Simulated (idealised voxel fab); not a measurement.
Process module under the name voxel wiring stack
Displayed cross-section: cut, width of 200 nm, square cells sized 5 nm.
A cross-section in this document is a grid of square cells, and it is written down as bands, the top band listed before the ones below it; a band is made up of one or more rows of cells.
Heights first: top, then bottom, in nm. Then materials, left to right, each with a width in nm. "all across" on a single material: fills the band edge to edge. "blank": empty space.
Height 0 is the level under which the wafer as received is all one material. The lowest band goes on downwards, as in "0 and below".
The notation "30 to 40" denotes a width that varies across the rows of cells in the band, beginning at the first number in the top row, finishing at the second number in the bottom row, and changing by an identical amount from each row to the next.
What does "no change occurred" mean for a step? It means no cell of the cross-section changed in that step.
Empty spaces counting at least 8 cells and having no open way to the top are listed in "Closed-off voids". The notation width x height at distance is used for each, the distance being from the left edge and all three values in nm.
Heads up: the bit after the settings on a step's line is the simulator's remark on that step.
When a step includes a mask, the "overlay nm" setting on its line states how far to the right of its planned place that mask lay, and negative values state how far to the left.

Steps in the process plan:
- 1: RECEIVE: material Si
- 2: CONFORMAL_DEP: material SiO2, thk nm 10
- 3: DIRECTIONAL_DEP: material TiN, thk nm 5
- 4: DIRECTIONAL_DEP: material W, thk nm 25
- 5: DIRECTIONAL_DEP: material aC, thk nm 15
- 6: PATTERN: tone cover, mask id METAL_1, material resist, width nm 20, pitch nm 40, thk nm 35, overlay nm 0
- 7: DIRECTIONAL_ETCH: etch materials aC, depth nm 15
- 8: STRIP: etch materials resist
- 9: DIRECTIONAL_ETCH: etch materials W, depth nm 25
- 10: DIRECTIONAL_ETCH: etch materials TiN, depth nm 5
- 11: STRIP: etch materials aC
- 12: FILL_DEP: material lowk, thk nm 5
- 13: CMP: height nm 40
- 14: CONFORMAL_DEP: material SiCN, thk nm 5
- 15: DIRECTIONAL_DEP: material lowk, thk nm 10
- 16: DIRECTIONAL_DEP: material aC, thk nm 15
- 17: PATTERN: tone open, mask id PLUG_1, material resist, width nm 15, pitch nm 40, thk nm 35, overlay nm 0
- 18: DIRECTIONAL_ETCH: etch materials aC, depth nm 15
- 19: STRIP: etch materials resist
- 20: DIRECTIONAL_ETCH: etch materials lowk, depth nm 10
- 21: DIRECTIONAL_ETCH: etch materials SiCN, depth nm 5
- 22: STRIP: etch materials aC
- 23: EPI: material Ru, thk nm 10
- 24: EPI: material Ru, thk nm 5
- 25: CONFORMAL_DEP: material SiN, thk nm 5
- 26: DIRECTIONAL_DEP: material SiO2, thk nm 15
- 27: MASKED_ETCH: tone open, mask id METAL_2, width nm 20, pitch nm 40, etch materials SiO2, depth nm 15, overlay nm 0
- 28: MASKED_ETCH: tone open, mask id METAL_2, width nm 20, pitch nm 40, etch materials SiN, depth nm 5, overlay nm 0
- 29: CONFORMAL_DEP: material TiN, thk nm 5
- 30: FILL_DEP: material W, thk nm 5
- 31: CMP: height nm 75
- 32: EPI: material Ru, thk nm 5
- 33: FILL_DEP: material SiCN, thk nm 5
- 34: DIRECTIONAL_DEP: material SiO2, thk nm 15
- 35: DIRECTIONAL_DEP: material aC, thk nm 10
- 36: PATTERN: tone open, mask id PLUG_2, material resist, width nm 15, pitch nm 40, thk nm 25, overlay nm 0
- 37: DIRECTIONAL_ETCH: etch materials aC, depth nm 10
- 38: STRIP: etch materials resist
- 39: DIRECTIONAL_ETCH: etch materials SiO2, depth nm 15
- 40: DIRECTIONAL_ETCH: etch materials SiCN, depth nm 5
- 41: STRIP: etch materials aC
- 42: EPI: material Ru, thk nm 10
- 43: EPI: material Ru, thk nm 10
- 44: DIRECTIONAL_DEP: material TiN, thk nm 5
- 45: DIRECTIONAL_DEP: material W, thk nm 15
- 46: MASKED_ETCH: tone cover, mask id METAL_3, width nm 20, pitch nm 40, etch materials W, depth nm 15, overlay nm 0
- 47: MASKED_ETCH: tone cover, mask id METAL_3, width nm 20, pitch nm 40, etch materials TiN, depth nm 5, overlay nm 0
- 48: FILL_DEP: material SiO2, thk nm 10
- 49: CMP: height nm 120
- 50: CONFORMAL_DEP: material SiN, thk nm 5

The first of a set of two wafers, run to plan:

Wafer at receipt (post step 1), cross-section:
	0 and below = Si all across
	Closed-off voids: none

Wafer xsec, post step 2:
	10 down to 0 = SiO2 all across
	Under the height 0 nothing was changed.

Wafer xsec, post step 3:
	15 down to 10 = TiN all across
	Under the height 10 nothing was changed.

Wafer xsec, post step 4:
	40 down to 15 = W all across
	Under the height 15 nothing was changed.

Wafer xsec, post step 5:
	55 down to 40 = aC all across
	Under the height 40 nothing was changed.

Wafer xsec, post step 6:
	90 down to 55 = blank (50) / resist (20) / blank (20) / resist (20) / blank (20) / resist (20) / blank (50)
	Under the height 55 nothing was changed.

Wafer xsec, post step 7:
	75 down to 55 = blank (50) / resist (20) / blank (20) / resist (20) / blank (20) / resist (20) / blank (50)
	55 down to 40 = blank (50) / aC (20) / blank (20) / aC (20) / blank (20) / aC (20) / blank (50)
	Under the height 40 nothing was changed.

Wafer xsec, post step 8:
	55 down to 40 = blank (50) / aC (20) / blank (20) / aC (20) / blank (20) / aC (20) / blank (50)
	Under the height 40 nothing was changed.

Wafer xsec, post step 9:
	55 down to 40 = blank (50) / aC (20) / blank (20) / aC (20) / blank (20) / aC (20) / blank (50)
	40 down to 15 = blank (50) / W (20) / blank (20) / W (20) / blank (20) / W (20) / blank (50)
	Under the height 15 nothing was changed.

Wafer xsec, post step 10:
	55 down to 40 = blank (50) / aC (20) / blank (20) / aC (20) / blank (20) / aC (20) / blank (50)
	40 down to 15 = blank (50) / W (20) / blank (20) / W (20) / blank (20) / W (20) / blank (50)
	15 down to 10 = blank (50) / TiN (20) / blank (20) / TiN (20) / blank (20) / TiN (20) / blank (50)
	Under the height 10 nothing was changed.

Wafer xsec, post step 11:
	40 down to 15 = blank (50) / W (20) / blank (20) / W (20) / blank (20) / W (20) / blank (50)
	Under the height 15 nothing was changed.

Wafer xsec, post step 12:
	45 down to 40 = lowk all across
	40 down to 15 = lowk (50) / W (20) / lowk (20) / W (20) / lowk (20) / W (20) / lowk (50)
	15 down to 10 = lowk (50) / TiN (20) / lowk (20) / TiN (20) / lowk (20) / TiN (20) / lowk (50)
	Under the height 10 nothing was changed.

Wafer xsec, post step 13:
	40 down to 15 = lowk (50) / W (20) / lowk (20) / W (20) / lowk (20) / W (20) / lowk (50)
	Under the height 15 nothing was changed.

Wafer xsec, post step 14:
	45 down to 40 = SiCN all across
	Under the height 40 nothing was changed.

Wafer xsec, post step 15:
	55 down to 45 = lowk all across
	Under the height 45 nothing was changed.

Wafer xsec, post step 16:
	70 down to 55 = aC all across
	Under the height 55 nothing was changed.

Wafer xsec, post step 17:
	105 down to 70 = resist (50) / blank (15) / resist (25) / blank (15) / resist (25) / blank (15) / resist (55)
	Under the height 70 nothing was changed.

Wafer xsec, post step 18:
	90 down to 70 = resist (50) / blank (15) / resist (25) / blank (15) / resist (25) / blank (15) / resist (55)
	70 down to 55 = aC (50) / blank (15) / aC (25) / blank (15) / aC (25) / blank (15) / aC (55)
	Under the height 55 nothing was changed.

Wafer xsec, post step 19:
	70 down to 55 = aC (50) / blank (15) / aC (25) / blank (15) / aC (25) / blank (15) / aC (55)
	Under the height 55 nothing was changed.

Wafer xsec, post step 20:
	70 down to 55 = aC (50) / blank (15) / aC (25) / blank (15) / aC (25) / blank (15) / aC (55)
	55 down to 45 = lowk (50) / blank (15) / lowk (25) / blank (15) / lowk (25) / blank (15) / lowk (55)
	Under the height 45 nothing was changed.

Wafer xsec, post step 21:
	70 down to 55 = aC (50) / blank (15) / aC (25) / blank (15) / aC (25) / blank (15) / aC (55)
	55 down to 45 = lowk (50) / blank (15) / lowk (25) / blank (15) / lowk (25) / blank (15) / lowk (55)
	45 down to 40 = SiCN (50) / blank (15) / SiCN (25) / blank (15) / SiCN (25) / blank (15) / SiCN (55)
	Under the height 40 nothing was changed.

Wafer xsec, post step 22:
	55 down to 45 = lowk (50) / blank (15) / lowk (25) / blank (15) / lowk (25) / blank (15) / lowk (55)
	Under the height 45 nothing was changed.

Wafer xsec, post step 23:
	55 down to 50 = lowk (50) / blank (15) / lowk (25) / blank (15) / lowk (25) / blank (15) / lowk (55)
	50 down to 45 = lowk (50) / Ru (15) / lowk (25) / Ru (15) / lowk (25) / Ru (15) / lowk (55)
	45 down to 40 = SiCN (50) / Ru (15) / SiCN (25) / Ru (15) / SiCN (25) / Ru (15) / SiCN (55)
	Under the height 40 nothing was changed.

Wafer xsec, post step 24:
	55 down to 45 = lowk (50) / Ru (15) / lowk (25) / Ru (15) / lowk (25) / Ru (15) / lowk (55)
	Under the height 45 nothing was changed.

Wafer xsec, post step 25:
	60 down to 55 = SiN all across
	Under the height 55 nothing was changed.

Wafer xsec, post step 26:
	75 down to 60 = SiO2 all across
	Under the height 60 nothing was changed.

Wafer xsec, post step 27:
	75 down to 60 = SiO2 (50) / blank (20) / SiO2 (20) / blank (20) / SiO2 (20) / blank (20) / SiO2 (50)
	Under the height 60 nothing was changed.

Wafer xsec, post step 28:
	75 down to 60 = SiO2 (50) / blank (20) / SiO2 (20) / blank (20) / SiO2 (20) / blank (20) / SiO2 (50)
	60 down to 55 = SiN (50) / blank (20) / SiN (20) / blank (20) / SiN (20) / blank (20) / SiN (50)
	Under the height 55 nothing was changed.

Wafer xsec, post step 29:
	80 down to 75 = TiN (55) / blank (10) / TiN (30) / blank (10) / TiN (30) / blank (10) / TiN (55)
	75 down to 60 = SiO2 (50) / TiN (5) / blank (10) / TiN (5) / SiO2 (20) / TiN (5) / blank (10) / TiN (5) / SiO2 (20) / TiN (5) / blank (10) / TiN (5) / SiO2 (50)
	60 down to 55 = SiN (50) / TiN (20) / SiN (20) / TiN (20) / SiN (20) / TiN (20) / SiN (50)
	Under the height 55 nothing was changed.

Wafer xsec, post step 30:
	85 down to 80 = W all across
	80 down to 75 = TiN (55) / W (10) / TiN (30) / W (10) / TiN (30) / W (10) / TiN (55)
	75 down to 60 = SiO2 (50) / TiN (5) / W (10) / TiN (5) / SiO2 (20) / TiN (5) / W (10) / TiN (5) / SiO2 (20) / TiN (5) / W (10) / TiN (5) / SiO2 (50)
	Under the height 60 nothing was changed.

Wafer xsec, post step 31:
	75 down to 60 = SiO2 (50) / TiN (5) / W (10) / TiN (5) / SiO2 (20) / TiN (5) / W (10) / TiN (5) / SiO2 (20) / TiN (5) / W (10) / TiN (5) / SiO2 (50)
	Under the height 60 nothing was changed.

Wafer xsec, post step 32:
	80 down to 75 = blank (45) / Ru (30) / blank (10) / Ru (30) / blank (10) / Ru (30) / blank (45)
	Under the height 75 nothing was changed.

Wafer xsec, post step 33:
	85 down to 80 = SiCN all across
	80 down to 75 = SiCN (45) / Ru (30) / SiCN (10) / Ru (30) / SiCN (10) / Ru (30) / SiCN (45)
	Under the height 75 nothing was changed.

Wafer xsec, post step 34:
	100 down to 85 = SiO2 all across
	Under the height 85 nothing was changed.

Wafer xsec, post step 35:
	110 down to 100 = aC all across
	Under the height 100 nothing was changed.

Wafer xsec, post step 36:
	135 down to 110 = resist (50) / blank (15) / resist (25) / blank (15) / resist (25) / blank (15) / resist (55)
	Under the height 110 nothing was changed.

Wafer xsec, post step 37:
	125 down to 110 = resist (50) / blank (15) / resist (25) / blank (15) / resist (25) / blank (15) / resist (55)
	110 down to 100 = aC (50) / blank (15) / aC (25) / blank (15) / aC (25) / blank (15) / aC (55)
	Under the height 100 nothing was changed.

Wafer xsec, post step 38:
	110 down to 100 = aC (50) / blank (15) / aC (25) / blank (15) / aC (25) / blank (15) / aC (55)
	Under the height 100 nothing was changed.

Wafer xsec, post step 39:
	110 down to 100 = aC (50) / blank (15) / aC (25) / blank (15) / aC (25) / blank (15) / aC (55)
	100 down to 85 = SiO2 (50) / blank (15) / SiO2 (25) / blank (15) / SiO2 (25) / blank (15) / SiO2 (55)
	Under the height 85 nothing was changed.

Wafer xsec, post step 40:
	110 down to 100 = aC (50) / blank (15) / aC (25) / blank (15) / aC (25) / blank (15) / aC (55)
	100 down to 85 = SiO2 (50) / blank (15) / SiO2 (25) / blank (15) / SiO2 (25) / blank (15) / SiO2 (55)
	85 down to 80 = SiCN (50) / blank (15) / SiCN (25) / blank (15) / SiCN (25) / blank (15) / SiCN (55)
	Under the height 80 nothing was changed.

Wafer xsec, post step 41:
	100 down to 85 = SiO2 (50) / blank (15) / SiO2 (25) / blank (15) / SiO2 (25) / blank (15) / SiO2 (55)
	Under the height 85 nothing was changed.

Wafer xsec, post step 42:
	100 down to 90 = SiO2 (50) / blank (15) / SiO2 (25) / blank (15) / SiO2 (25) / blank (15) / SiO2 (55)
	90 down to 85 = SiO2 (50) / Ru (15) / SiO2 (25) / Ru (15) / SiO2 (25) / Ru (15) / SiO2 (55)
	85 down to 75 = SiCN (50 to 45) / Ru (15 to 30) / SiCN (25 to 10) / Ru (15 to 30) / SiCN (25 to 10) / Ru (15 to 30) / SiCN (55 to 45)
	Under the height 75 nothing was changed.

Wafer xsec, post step 43:
	100 down to 85 = SiO2 (50) / Ru (15) / SiO2 (25) / Ru (15) / SiO2 (25) / Ru (15) / SiO2 (55)
	Under the height 85 nothing was changed.

Wafer xsec, post step 44:
	105 down to 100 = TiN all across
	Under the height 100 nothing was changed.

Wafer xsec, post step 45:
	120 down to 105 = W all across
	Under the height 105 nothing was changed.

Wafer xsec, post step 46:
	120 down to 105 = blank (50) / W (20) / blank (20) / W (20) / blank (20) / W (20) / blank (50)
	Under the height 105 nothing was changed.

Wafer xsec, post step 47:
	120 down to 105 = blank (50) / W (20) / blank (20) / W (20) / blank (20) / W (20) / blank (50)
	105 down to 100 = blank (50) / TiN (20) / blank (20) / TiN (20) / blank (20) / TiN (20) / blank (50)
	Under the height 100 nothing was changed.

Wafer xsec, post step 48:
	130 down to 120 = SiO2 all across
	120 down to 105 = SiO2 (50) / W (20) / SiO2 (20) / W (20) / SiO2 (20) / W (20) / SiO2 (50)
	105 down to 100 = SiO2 (50) / TiN (20) / SiO2 (20) / TiN (20) / SiO2 (20) / TiN (20) / SiO2 (50)
	Under the height 100 nothing was changed.

Wafer xsec, post step 49:
	120 down to 105 = SiO2 (50) / W (20) / SiO2 (20) / W (20) / SiO2 (20) / W (20) / SiO2 (50)
	Under the height 105 nothing was changed.

Wafer xsec, post step 50:
	125 down to 120 = SiN all across
	Under the height 120 nothing was changed.

The remaining wafer, second of the two, started like the first and was run to the same plan, except that one mistake was made along the way; the two coincide through step 35, inclusive:

Second wafer, section view, time point: scheduled end of step 36:
	135 down to 110 = blank (50) / resist (15) / blank (25) / resist (15) / blank (25) / resist (15) / blank (55)
	Under the height 110 nothing was changed.

Second wafer, section view, time point: scheduled end of step 37:
	125 down to 110 = blank (50) / resist (15) / blank (25) / resist (15) / blank (25) / resist (15) / blank (55)
	110 down to 100 = blank (50) / aC (15) / blank (25) / aC (15) / blank (25) / aC (15) / blank (55)
	Under the height 100 nothing was changed.

Second wafer, section view, time point: scheduled end of step 38:
	110 down to 100 = blank (50) / aC (15) / blank (25) / aC (15) / blank (25) / aC (15) / blank (55)
	Under the height 100 nothing was changed.

Second wafer, section view, time point: scheduled end of step 39:
	110 down to 100 = blank (50) / aC (15) / blank (25) / aC (15) / blank (25) / aC (15) / blank (55)
	100 down to 85 = blank (50) / SiO2 (15) / blank (25) / SiO2 (15) / blank (25) / SiO2 (15) / blank (55)
	Under the height 85 nothing was changed.

Second wafer, section view, time point: scheduled end of step 40:
	110 down to 100 = blank (50) / aC (15) / blank (25) / aC (15) / blank (25) / aC (15) / blank (55)
	100 down to 85 = blank (50) / SiO2 (15) / blank (25) / SiO2 (15) / blank (25) / SiO2 (15) / blank (55)
	85 down to 80 = blank (50) / SiCN (15) / blank (25) / SiCN (15) / blank (25) / SiCN (15) / blank (55)
	Under the height 80 nothing was changed.

Second wafer, section view, time point: scheduled end of step 41:
	100 down to 85 = blank (50) / SiO2 (15) / blank (25) / SiO2 (15) / blank (25) / SiO2 (15) / blank (55)
	Under the height 85 nothing was changed.

Second wafer, section view, time point: scheduled end of step 42:
	100 down to 90 = blank (50) / SiO2 (15) / blank (25) / SiO2 (15) / blank (25) / SiO2 (15) / blank (55)
	90 down to 85 = blank (35) / Ru (15) / SiO2 (15) / Ru (25) / SiO2 (15) / Ru (25) / SiO2 (15) / Ru (20) / blank (35)
	85 down to 80 = blank (35) / Ru (15) / SiCN (15) / Ru (25) / SiCN (15) / Ru (25) / SiCN (15) / Ru (20) / blank (35)
	Under the height 80 nothing was changed.

Second wafer, section view, time point: scheduled end of step 43:
	100 down to 85 = blank (25) / Ru (25) / SiO2 (15) / Ru (25) / SiO2 (15) / Ru (25) / SiO2 (15) / Ru (30) / blank (25)
	85 down to 80 = blank (25) / Ru (25) / SiCN (15) / Ru (25) / SiCN (15) / Ru (25) / SiCN (15) / Ru (30) / blank (25)
	Under the height 80 nothing was changed.

Second wafer, section view, time point: scheduled end of step 44:
	105 down to 100 = blank (25) / TiN (150) / blank (25)
	100 down to 85 = blank (25) / Ru (25) / SiO2 (15) / Ru (25) / SiO2 (15) / Ru (25) / SiO2 (15) / Ru (30) / blank (25)
	85 down to 80 = TiN (25) / Ru (25) / SiCN (15) / Ru (25) / SiCN (15) / Ru (25) / SiCN (15) / Ru (30) / TiN (25)
	Under the height 80 nothing was changed.

Second wafer, section view, time point: scheduled end of step 45:
	120 down to 105 = blank (25) / W (150) / blank (25)
	105 down to 100 = blank (25) / TiN (150) / blank (25)
	100 down to 85 = W (25) / Ru (25) / SiO2 (15) / Ru (25) / SiO2 (15) / Ru (25) / SiO2 (15) / Ru (30) / W (25)
	Under the height 85 nothing was changed.

Second wafer, section view, time point: scheduled end of step 46:
	120 down to 105 = blank (50) / W (20) / blank (20) / W (20) / blank (20) / W (20) / blank (50)
	105 down to 100 = blank (25) / TiN (150) / blank (25)
	100 down to 85 = blank (25) / Ru (25) / SiO2 (15) / Ru (25) / SiO2 (15) / Ru (25) / SiO2 (15) / Ru (30) / blank (25)
	Under the height 85 nothing was changed.

Second wafer, section view, time point: scheduled end of step 47:
	120 down to 105 = blank (50) / W (20) / blank (20) / W (20) / blank (20) / W (20) / blank (50)
	105 down to 100 = blank (50) / TiN (20) / blank (20) / TiN (20) / blank (20) / TiN (20) / blank (50)
	100 down to 85 = blank (25) / Ru (25) / SiO2 (15) / Ru (25) / SiO2 (15) / Ru (25) / SiO2 (15) / Ru (30) / blank (25)
	85 down to 80 = blank (25) / Ru (25) / SiCN (15) / Ru (25) / SiCN (15) / Ru (25) / SiCN (15) / Ru (30) / blank (25)
	Under the height 80 nothing was changed.

Second wafer, section view, time point: scheduled end of step 48:
	130 down to 120 = SiO2 all across
	120 down to 105 = SiO2 (50) / W (20) / SiO2 (20) / W (20) / SiO2 (20) / W (20) / SiO2 (50)
	105 down to 100 = SiO2 (50) / TiN (20) / SiO2 (20) / TiN (20) / SiO2 (20) / TiN (20) / SiO2 (50)
	100 down to 85 = SiO2 (25) / Ru (25) / SiO2 (15) / Ru (25) / SiO2 (15) / Ru (25) / SiO2 (15) / Ru (30) / SiO2 (25)
	85 down to 80 = SiO2 (25) / Ru (25) / SiCN (15) / Ru (25) / SiCN (15) / Ru (25) / SiCN (15) / Ru (30) / SiO2 (25)
	Under the height 80 nothing was changed.

Second wafer, section view, time point: scheduled end of step 49:
	120 down to 105 = SiO2 (50) / W (20) / SiO2 (20) / W (20) / SiO2 (20) / W (20) / SiO2 (50)
	Under the height 105 nothing was changed.

Second wafer, section view, time point: scheduled end of step 50:
	125 down to 120 = SiN all across
	Under the height 120 nothing was changed.
It is concluded that the wafer was processed incorrectly with respect to the plan, in that the process deviated at step 36: the operation and settings actually run there were PATTERN: tone cover, mask id PLUG_2, material resist, width nm 15, pitch nm 40, thk nm 25, overlay nm 0
Materials where the second wafer ends with more or fewer cells than the first: Ru +48 | SiCN -22 | SiO2 -26
